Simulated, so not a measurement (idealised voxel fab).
process module | voxel transistor to metal
cross-section cut | 190 nm wide | cells 5 nm
A cross-section is a grid of square cells, given in bands from the top down. A band is one or more rows of cells.
Each band's line starts with the height of the band's top and of its bottom, in nm. Then come its materials from left to right, each with its width in nm. One material with "throughout" fills the band from edge to edge. "air" is empty space.
Height 0 is the level under which the wafer as received is all one material. The lowest band goes on downwards, as in "0 down".
A width such as "30 to 40" changes by the same amount from each row of cells to the next, from the band's top row to its bottom row.
"no change" after a step means that no cell of the cross-section changed.
closed voids: empty space of 8 cells or more with no open way to the top, each as width x height at its distance from the left edge, in nm
after a step's settings: what the simulator itself notes on the step
overlay nm, on a step with a mask: how far to the right of its planned place the mask lay; to the left if negative
plan
1 op RECEIVE | material Si
2 op OXIDIZE | depth nm 5
3 op CONFORMAL_DEP | material SiN | thk nm 15
4 op MASKED_ETCH | tone cover | mask id ACTIVE | width nm 135 | etch materials SiN | depth nm 15 | overlay nm 0
5 op MASKED_ETCH | tone cover | mask id ACTIVE | width nm 135 | etch materials SiO2 | depth nm 5 | overlay nm 0
6 op MASKED_ETCH | tone cover | mask id ACTIVE | width nm 135 | etch materials Si | depth nm 20 | overlay nm 0
7 op FILL_DEP | material SiO2 | thk nm 10
8 op CMP | height nm 15
9 op SELECTIVE_ETCH | etch materials SiO2 | depth nm 5
10 op STRIP | etch materials SiN
11 op SELECTIVE_ETCH | etch materials SiO2 | depth nm 5
12 op OXIDIZE | depth nm 5
13 op DIRECTIONAL_DEP | material polySi | thk nm 30
14 op DIRECTIONAL_DEP | material SiCN | thk nm 10
15 op DIRECTIONAL_DEP | material aC | thk nm 15
16 op PATTERN | tone cover | mask id GATE | material resist | width nm 35 | thk nm 30 | overlay nm 0
17 op DIRECTIONAL_ETCH | etch materials aC | depth nm 15
18 op STRIP | etch materials resist
19 op DIRECTIONAL_ETCH | etch materials SiCN | depth nm 20
20 op DIRECTIONAL_ETCH | etch materials polySi | depth nm 40
21 op STRIP | etch materials aC
22 op CONFORMAL_DEP | material SiN | thk nm 5
23 op DIRECTIONAL_ETCH | etch materials SiN | depth nm 5
24 op DIRECTIONAL_ETCH | etch materials SiO2 | depth nm 5
25 op DIRECTIONAL_ETCH | etch materials Si | depth nm 5
26 op EPI | material nSi | thk nm 5
27 op FILL_DEP | material SiO2 | thk nm 10
28 op CMP | height nm 25
29 op STRIP | etch materials polySi
30 op SELECTIVE_ETCH | etch materials SiO2 | depth nm 5
31 op CONFORMAL_DEP | material HfO2 | thk nm 5
32 op CONFORMAL_DEP | material TiN | thk nm 5
33 op FILL_DEP | material W | thk nm 10
34 op CMP | height nm 20
35 op DIRECTIONAL_DEP | material SiO2 | thk nm 15
36 op MASKED_ETCH | tone open | mask id CONTACT | width nm 20 | pitch nm 95 | etch materials SiO2 | depth nm 45 | overlay nm 0
37 op CONFORMAL_DEP | material TiN | thk nm 5
38 op FILL_DEP | material W | thk nm 5
39 op CMP | height nm 35
40 op DIRECTIONAL_DEP | material TiN | thk nm 5
41 op DIRECTIONAL_DEP | material W | thk nm 20
42 op MASKED_ETCH | tone cover | mask id METAL_1 | width nm 20 | pitch nm 95 | etch materials W | depth nm 20 | overlay nm 0
43 op MASKED_ETCH | tone cover | mask id METAL_1 | width nm 20 | pitch nm 95 | etch materials TiN | depth nm 5 | overlay nm 0
44 op FILL_DEP | material lowk | thk nm 10
45 op CMP | height nm 60
46 op CONFORMAL_DEP | material SiCN | thk nm 5
first wafer, as planned
as received, after step 1
  0 down: Si throughout
  closed voids: none
after step 2
  0 to -5: SiO2 throughout
  below -5: unchanged
after step 3
  15 to 0: SiN throughout
  below 0: unchanged
after step 4
  15 to 0: air 25 | SiN 135 | air 30
  below 0: unchanged
after step 5
  15 to 0: air 25 | SiN 135 | air 30
  0 to -5: air 25 | SiO2 135 | air 30
  below -5: unchanged
after step 6
  15 to 0: air 25 | SiN 135 | air 30
  0 to -5: air 25 | SiO2 135 | air 30
  -5 to -25: air 25 | Si 135 | air 30
  below -25: unchanged
after step 7
  25 to 15: SiO2 throughout
  15 to 0: SiO2 25 | SiN 135 | SiO2 30
  0 to -5: SiO2 throughout
  -5 to -25: SiO2 25 | Si 135 | SiO2 30
  below -25: unchanged
after step 8
  15 to 0: SiO2 25 | SiN 135 | SiO2 30
  below 0: unchanged
after step 9
  15 to 10: air 25 | SiN 135 | air 30
  below 10: unchanged
after step 10
  10 to 0: SiO2 25 | air 135 | SiO2 30
  below 0: unchanged
after step 11
  5 to -5: SiO2 20 | air 145 | SiO2 25
  below -5: unchanged
after step 12
  5 to -5: SiO2 20 | air 145 | SiO2 25
  -5 to -10: SiO2 throughout
  below -10: unchanged
after step 13
  35 to 25: polySi 20 | air 145 | polySi 25
  25 to 5: polySi throughout
  5 to -5: SiO2 20 | polySi 145 | SiO2 25
  below -5: unchanged
after step 14
  45 to 35: SiCN 20 | air 145 | SiCN 25
  35 to 25: polySi 20 | SiCN 145 | polySi 25
  below 25: unchanged
after step 15
  60 to 50: aC 20 | air 145 | aC 25
  50 to 45: aC throughout
  45 to 35: SiCN 20 | aC 145 | SiCN 25
  below 35: unchanged
after step 16
  90 to 60: air 75 | resist 35 | air 80
  60 to 50: aC 20 | air 55 | resist 35 | air 55 | aC 25
  below 50: unchanged
after step 17
  75 to 50: air 75 | resist 35 | air 80
  50 to 45: air 75 | aC 35 | air 80
  45 to 35: SiCN 20 | air 55 | aC 35 | air 55 | SiCN 25
  below 35: unchanged
after step 18
  50 to 45: air 75 | aC 35 | air 80
  below 45: unchanged
after step 19
  50 to 35: air 75 | aC 35 | air 80
  35 to 25: polySi 20 | air 55 | SiCN 35 | air 55 | polySi 25
  below 25: unchanged
after step 20
  50 to 35: air 75 | aC 35 | air 80
  35 to 25: air 75 | SiCN 35 | air 80
  25 to 5: air 75 | polySi 35 | air 80
  5 to -5: SiO2 20 | air 55 | polySi 35 | air 55 | SiO2 25
  below -5: unchanged
after step 21
  35 to 25: air 75 | SiCN 35 | air 80
  below 25: unchanged
after step 22
  40 to 35: air 70 | SiN 45 | air 75
  35 to 25: air 70 | SiN 5 | SiCN 35 | SiN 5 | air 75
  25 to 10: air 70 | SiN 5 | polySi 35 | SiN 5 | air 75
  10 to 5: SiN 25 | air 45 | SiN 5 | polySi 35 | SiN 5 | air 45 | SiN 30
  5 to 0: SiO2 20 | SiN 5 | air 45 | SiN 5 | polySi 35 | SiN 5 | air 45 | SiN 5 | SiO2 25
  0 to -5: SiO2 20 | SiN 55 | polySi 35 | SiN 55 | SiO2 25
  below -5: unchanged
after step 23
  35 to 25: air 70 | SiN 5 | SiCN 35 | SiN 5 | air 75
  25 to 5: air 70 | SiN 5 | polySi 35 | SiN 5 | air 75
  5 to -5: SiO2 20 | SiN 5 | air 45 | SiN 5 | polySi 35 | SiN 5 | air 45 | SiN 5 | SiO2 25
  below -5: unchanged
after step 24
  35 to 25: air 70 | SiN 5 | SiCN 35 | SiN 5 | air 75
  25 to 5: air 70 | SiN 5 | polySi 35 | SiN 5 | air 75
  5 to 0: air 20 | SiN 5 | air 45 | SiN 5 | polySi 35 | SiN 5 | air 45 | SiN 5 | air 25
  0 to -5: SiO2 20 | SiN 5 | air 45 | SiN 5 | polySi 35 | SiN 5 | air 45 | SiN 5 | SiO2 25
  -5 to -10: SiO2 25 | air 45 | SiO2 45 | air 45 | SiO2 30
  below -10: unchanged
after step 25
  35 to 25: air 70 | SiN 5 | SiCN 35 | SiN 5 | air 75
  25 to 5: air 70 | SiN 5 | polySi 35 | SiN 5 | air 75
  5 to 0: air 20 | SiN 5 | air 45 | SiN 5 | polySi 35 | SiN 5 | air 45 | SiN 5 | air 25
  0 to -5: SiO2 20 | SiN 5 | air 45 | SiN 5 | polySi 35 | SiN 5 | air 45 | SiN 5 | SiO2 25
  -5 to -10: SiO2 25 | air 45 | SiO2 45 | air 45 | SiO2 30
  -10 to -15: SiO2 25 | air 45 | Si 45 | air 45 | SiO2 30
  below -15: unchanged
after step 26
  35 to 25: air 70 | SiN 5 | SiCN 35 | SiN 5 | air 75
  25 to 5: air 70 | SiN 5 | polySi 35 | SiN 5 | air 75
  5 to 0: air 20 | SiN 5 | air 45 | SiN 5 | polySi 35 | SiN 5 | air 45 | SiN 5 | air 25
  0 to -5: SiO2 20 | SiN 5 | air 45 | SiN 5 | polySi 35 | SiN 5 | air 45 | SiN 5 | SiO2 25
  -5 to -10: SiO2 25 | air 40 | nSi 5 | SiO2 45 | nSi 5 | air 40 | SiO2 30
  -10 to -15: SiO2 25 | nSi 45 | Si 45 | nSi 45 | SiO2 30
  below -15: unchanged
after step 27
  45 to 35: SiO2 throughout
  35 to 25: SiO2 70 | SiN 5 | SiCN 35 | SiN 5 | SiO2 75
  25 to 5: SiO2 70 | SiN 5 | polySi 35 | SiN 5 | SiO2 75
  5 to -5: SiO2 20 | SiN 5 | SiO2 45 | SiN 5 | polySi 35 | SiN 5 | SiO2 45 | SiN 5 | SiO2 25
  -5 to -10: SiO2 65 | nSi 5 | SiO2 45 | nSi 5 | SiO2 70
  below -10: unchanged
after step 28
  25 to 5: SiO2 70 | SiN 5 | polySi 35 | SiN 5 | SiO2 75
  below 5: unchanged
after step 29
  25 to 5: SiO2 70 | SiN 5 | air 35 | SiN 5 | SiO2 75
  5 to -5: SiO2 20 | SiN 5 | SiO2 45 | SiN 5 | air 35 | SiN 5 | SiO2 45 | SiN 5 | SiO2 25
  below -5: unchanged
after step 30
  25 to 20: air 70 | SiN 5 | air 35 | SiN 5 | air 75
  20 to 5: SiO2 70 | SiN 5 | air 35 | SiN 5 | SiO2 75
  5 to -5: SiO2 20 | SiN 5 | SiO2 45 | SiN 5 | air 35 | SiN 5 | SiO2 45 | SiN 5 | SiO2 25
  -5 to -10: SiO2 65 | nSi 5 | air 45 | nSi 5 | SiO2 70
  below -10: unchanged
after step 31
  30 to 25: air 65 | HfO2 15 | air 25 | HfO2 15 | air 70
  25 to 20: HfO2 70 | SiN 5 | HfO2 5 | air 25 | HfO2 5 | SiN 5 | HfO2 75
  20 to 5: SiO2 70 | SiN 5 | HfO2 5 | air 25 | HfO2 5 | SiN 5 | SiO2 75
  5 to -5: SiO2 20 | SiN 5 | SiO2 45 | SiN 5 | HfO2 5 | air 25 | HfO2 5 | SiN 5 | SiO2 45 | SiN 5 | SiO2 25
  -5 to -10: SiO2 65 | nSi 5 | HfO2 45 | nSi 5 | SiO2 70
  below -10: unchanged
after step 32
  35 to 30: air 60 | TiN 25 | air 15 | TiN 25 | air 65
  30 to 25: TiN 65 | HfO2 15 | TiN 5 | air 15 | TiN 5 | HfO2 15 | TiN 70
  25 to 20: HfO2 70 | SiN 5 | HfO2 5 | TiN 5 | air 15 | TiN 5 | HfO2 5 | SiN 5 | HfO2 75
  20 to 5: SiO2 70 | SiN 5 | HfO2 5 | TiN 5 | air 15 | TiN 5 | HfO2 5 | SiN 5 | SiO2 75
  5 to 0: SiO2 20 | SiN 5 | SiO2 45 | SiN 5 | HfO2 5 | TiN 5 | air 15 | TiN 5 | HfO2 5 | SiN 5 | SiO2 45 | SiN 5 | SiO2 25
  0 to -5: SiO2 20 | SiN 5 | SiO2 45 | SiN 5 | HfO2 5 | TiN 25 | HfO2 5 | SiN 5 | SiO2 45 | SiN 5 | SiO2 25
  below -5: unchanged
after step 33
  45 to 35: W throughout
  35 to 30: W 60 | TiN 25 | W 15 | TiN 25 | W 65
  30 to 25: TiN 65 | HfO2 15 | TiN 5 | W 15 | TiN 5 | HfO2 15 | TiN 70
  25 to 20: HfO2 70 | SiN 5 | HfO2 5 | TiN 5 | W 15 | TiN 5 | HfO2 5 | SiN 5 | HfO2 75
  20 to 5: SiO2 70 | SiN 5 | HfO2 5 | TiN 5 | W 15 | TiN 5 | HfO2 5 | SiN 5 | SiO2 75
  5 to 0: SiO2 20 | SiN 5 | SiO2 45 | SiN 5 | HfO2 5 | TiN 5 | W 15 | TiN 5 | HfO2 5 | SiN 5 | SiO2 45 | SiN 5 | SiO2 25
  below 0: unchanged
after step 34
  20 to 5: SiO2 70 | SiN 5 | HfO2 5 | TiN 5 | W 15 | TiN 5 | HfO2 5 | SiN 5 | SiO2 75
  below 5: unchanged
after step 35
  35 to 20: SiO2 throughout
  below 20: unchanged
after step 36
  35 to 20: SiO2 35 | air 20 | SiO2 75 | air 20 | SiO2 40
  20 to 5: SiO2 35 | air 20 | SiO2 15 | SiN 5 | HfO2 5 | TiN 5 | W 15 | TiN 5 | HfO2 5 | SiN 5 | SiO2 15 | air 20 | SiO2 40
  5 to 0: SiO2 20 | SiN 5 | SiO2 10 | air 20 | SiO2 15 | SiN 5 | HfO2 5 | TiN 5 | W 15 | TiN 5 | HfO2 5 | SiN 5 | SiO2 15 | air 20 | SiO2 10 | SiN 5 | SiO2 25
  0 to -5: SiO2 20 | SiN 5 | SiO2 10 | air 20 | SiO2 15 | SiN 5 | HfO2 5 | TiN 25 | HfO2 5 | SiN 5 | SiO2 15 | air 20 | SiO2 10 | SiN 5 | SiO2 25
  -5 to -10: SiO2 35 | air 20 | SiO2 10 | nSi 5 | HfO2 45 | nSi 5 | SiO2 10 | air 20 | SiO2 40
  below -10: unchanged
after step 37
  40 to 35: TiN 40 | air 10 | TiN 85 | air 10 | TiN 45
  35 to 20: SiO2 35 | TiN 5 | air 10 | TiN 5 | SiO2 75 | TiN 5 | air 10 | TiN 5 | SiO2 40
  20 to 5: SiO2 35 | TiN 5 | air 10 | TiN 5 | SiO2 15 | SiN 5 | HfO2 5 | TiN 5 | W 15 | TiN 5 | HfO2 5 | SiN 5 | SiO2 15 | TiN 5 | air 10 | TiN 5 | SiO2 40
  5 to 0: SiO2 20 | SiN 5 | SiO2 10 | TiN 5 | air 10 | TiN 5 | SiO2 15 | SiN 5 | HfO2 5 | TiN 5 | W 15 | TiN 5 | HfO2 5 | SiN 5 | SiO2 15 | TiN 5 | air 10 | TiN 5 | SiO2 10 | SiN 5 | SiO2 25
  0 to -5: SiO2 20 | SiN 5 | SiO2 10 | TiN 5 | air 10 | TiN 5 | SiO2 15 | SiN 5 | HfO2 5 | TiN 25 | HfO2 5 | SiN 5 | SiO2 15 | TiN 5 | air 10 | TiN 5 | SiO2 10 | SiN 5 | SiO2 25
  -5 to -10: SiO2 35 | TiN 20 | SiO2 10 | nSi 5 | HfO2 45 | nSi 5 | SiO2 10 | TiN 20 | SiO2 40
  below -10: unchanged
after step 38
  45 to 40: W throughout
  40 to 35: TiN 40 | W 10 | TiN 85 | W 10 | TiN 45
  35 to 20: SiO2 35 | TiN 5 | W 10 | TiN 5 | SiO2 75 | TiN 5 | W 10 | TiN 5 | SiO2 40
  20 to 5: SiO2 35 | TiN 5 | W 10 | TiN 5 | SiO2 15 | SiN 5 | HfO2 5 | TiN 5 | W 15 | TiN 5 | HfO2 5 | SiN 5 | SiO2 15 | TiN 5 | W 10 | TiN 5 | SiO2 40
  5 to 0: SiO2 20 | SiN 5 | SiO2 10 | TiN 5 | W 10 | TiN 5 | SiO2 15 | SiN 5 | HfO2 5 | TiN 5 | W 15 | TiN 5 | HfO2 5 | SiN 5 | SiO2 15 | TiN 5 | W 10 | TiN 5 | SiO2 10 | SiN 5 | SiO2 25
  0 to -5: SiO2 20 | SiN 5 | SiO2 10 | TiN 5 | W 10 | TiN 5 | SiO2 15 | SiN 5 | HfO2 5 | TiN 25 | HfO2 5 | SiN 5 | SiO2 15 | TiN 5 | W 10 | TiN 5 | SiO2 10 | SiN 5 | SiO2 25
  below -5: unchanged
after step 39
  35 to 20: SiO2 35 | TiN 5 | W 10 | TiN 5 | SiO2 75 | TiN 5 | W 10 | TiN 5 | SiO2 40
  below 20: unchanged
after step 40
  40 to 35: TiN throughout
  below 35: unchanged
after step 41
  60 to 40: W throughout
  below 40: unchanged
after step 42
  60 to 40: air 35 | W 20 | air 75 | W 20 | air 40
  below 40: unchanged
after step 43
  60 to 40: air 35 | W 20 | air 75 | W 20 | air 40
  40 to 35: air 35 | TiN 20 | air 75 | TiN 20 | air 40
  below 35: unchanged
after step 44
  70 to 60: lowk throughout
  60 to 40: lowk 35 | W 20 | lowk 75 | W 20 | lowk 40
  40 to 35: lowk 35 | TiN 20 | lowk 75 | TiN 20 | lowk 40
  below 35: unchanged
after step 45
  60 to 40: lowk 35 | W 20 | lowk 75 | W 20 | lowk 40
  below 40: unchanged
after step 46
  65 to 60: SiCN throughout
  below 60: unchanged
second wafer: like start, like plan, one mistake. Through step 33 it matches the first wafer
when step 34 should have ended
  10 to 5: SiO2 70 | SiN 5 | HfO2 5 | TiN 5 | W 15 | TiN 5 | HfO2 5 | SiN 5 | SiO2 75
  below 5: unchanged
when step 35 should have ended
  25 to 10: SiO2 throughout
  below 10: unchanged
when step 36 should have ended
  25 to 10: SiO2 35 | air 20 | SiO2 75 | air 20 | SiO2 40
  10 to 5: SiO2 35 | air 20 | SiO2 15 | SiN 5 | HfO2 5 | TiN 5 | W 15 | TiN 5 | HfO2 5 | SiN 5 | SiO2 15 | air 20 | SiO2 40
  5 to 0: SiO2 20 | SiN 5 | SiO2 10 | air 20 | SiO2 15 | SiN 5 | HfO2 5 | TiN 5 | W 15 | TiN 5 | HfO2 5 | SiN 5 | SiO2 15 | air 20 | SiO2 10 | SiN 5 | SiO2 25
  0 to -5: SiO2 20 | SiN 5 | SiO2 10 | air 20 | SiO2 15 | SiN 5 | HfO2 5 | TiN 25 | HfO2 5 | SiN 5 | SiO2 15 | air 20 | SiO2 10 | SiN 5 | SiO2 25
  -5 to -10: SiO2 35 | air 20 | SiO2 10 | nSi 5 | HfO2 45 | nSi 5 | SiO2 10 | air 20 | SiO2 40
  below -10: unchanged
when step 37 should have ended
  30 to 25: TiN 40 | air 10 | TiN 85 | air 10 | TiN 45
  25 to 10: SiO2 35 | TiN 5 | air 10 | TiN 5 | SiO2 75 | TiN 5 | air 10 | TiN 5 | SiO2 40
  10 to 5: SiO2 35 | TiN 5 | air 10 | TiN 5 | SiO2 15 | SiN 5 | HfO2 5 | TiN 5 | W 15 | TiN 5 | HfO2 5 | SiN 5 | SiO2 15 | TiN 5 | air 10 | TiN 5 | SiO2 40
  5 to 0: SiO2 20 | SiN 5 | SiO2 10 | TiN 5 | air 10 | TiN 5 | SiO2 15 | SiN 5 | HfO2 5 | TiN 5 | W 15 | TiN 5 | HfO2 5 | SiN 5 | SiO2 15 | TiN 5 | air 10 | TiN 5 | SiO2 10 | SiN 5 | SiO2 25
  0 to -5: SiO2 20 | SiN 5 | SiO2 10 | TiN 5 | air 10 | TiN 5 | SiO2 15 | SiN 5 | HfO2 5 | TiN 25 | HfO2 5 | SiN 5 | SiO2 15 | TiN 5 | air 10 | TiN 5 | SiO2 10 | SiN 5 | SiO2 25
  -5 to -10: SiO2 35 | TiN 20 | SiO2 10 | nSi 5 | HfO2 45 | nSi 5 | SiO2 10 | TiN 20 | SiO2 40
  below -10: unchanged
when step 38 should have ended
  35 to 30: W throughout
  30 to 25: TiN 40 | W 10 | TiN 85 | W 10 | TiN 45
  25 to 10: SiO2 35 | TiN 5 | W 10 | TiN 5 | SiO2 75 | TiN 5 | W 10 | TiN 5 | SiO2 40
  10 to 5: SiO2 35 | TiN 5 | W 10 | TiN 5 | SiO2 15 | SiN 5 | HfO2 5 | TiN 5 | W 15 | TiN 5 | HfO2 5 | SiN 5 | SiO2 15 | TiN 5 | W 10 | TiN 5 | SiO2 40
  5 to 0: SiO2 20 | SiN 5 | SiO2 10 | TiN 5 | W 10 | TiN 5 | SiO2 15 | SiN 5 | HfO2 5 | TiN 5 | W 15 | TiN 5 | HfO2 5 | SiN 5 | SiO2 15 | TiN 5 | W 10 | TiN 5 | SiO2 10 | SiN 5 | SiO2 25
  0 to -5: SiO2 20 | SiN 5 | SiO2 10 | TiN 5 | W 10 | TiN 5 | SiO2 15 | SiN 5 | HfO2 5 | TiN 25 | HfO2 5 | SiN 5 | SiO2 15 | TiN 5 | W 10 | TiN 5 | SiO2 10 | SiN 5 | SiO2 25
  below -5: unchanged
when step 39 should have ended: no change
when step 40 should have ended
  40 to 35: TiN throughout
  below 35: unchanged
when step 41 should have ended
  60 to 40: W throughout
  below 40: unchanged
when step 42 should have ended
  60 to 40: air 35 | W 20 | air 75 | W 20 | air 40
  below 40: unchanged
when step 43 should have ended
  60 to 40: air 35 | W 20 | air 75 | W 20 | air 40
  40 to 35: air 35 | TiN 20 | air 75 | TiN 20 | air 40
  below 35: unchanged
when step 44 should have ended
  70 to 60: lowk throughout
  60 to 40: lowk 35 | W 20 | lowk 75 | W 20 | lowk 40
  40 to 35: lowk 35 | TiN 20 | lowk 75 | TiN 20 | lowk 40
  below 35: unchanged
when step 45 should have ended
  60 to 40: lowk 35 | W 20 | lowk 75 | W 20 | lowk 40
  below 40: unchanged
when step 46 should have ended
  65 to 60: SiCN throughout
  below 60: unchanged
what went wrong: step 34 ran as: op CMP | height nm 10
at the end the second wafer has, in cells: 4 fewer of HfO2 | 4 fewer of SiN | 42 fewer of SiO2 | 22 more of TiN | 28 more of W
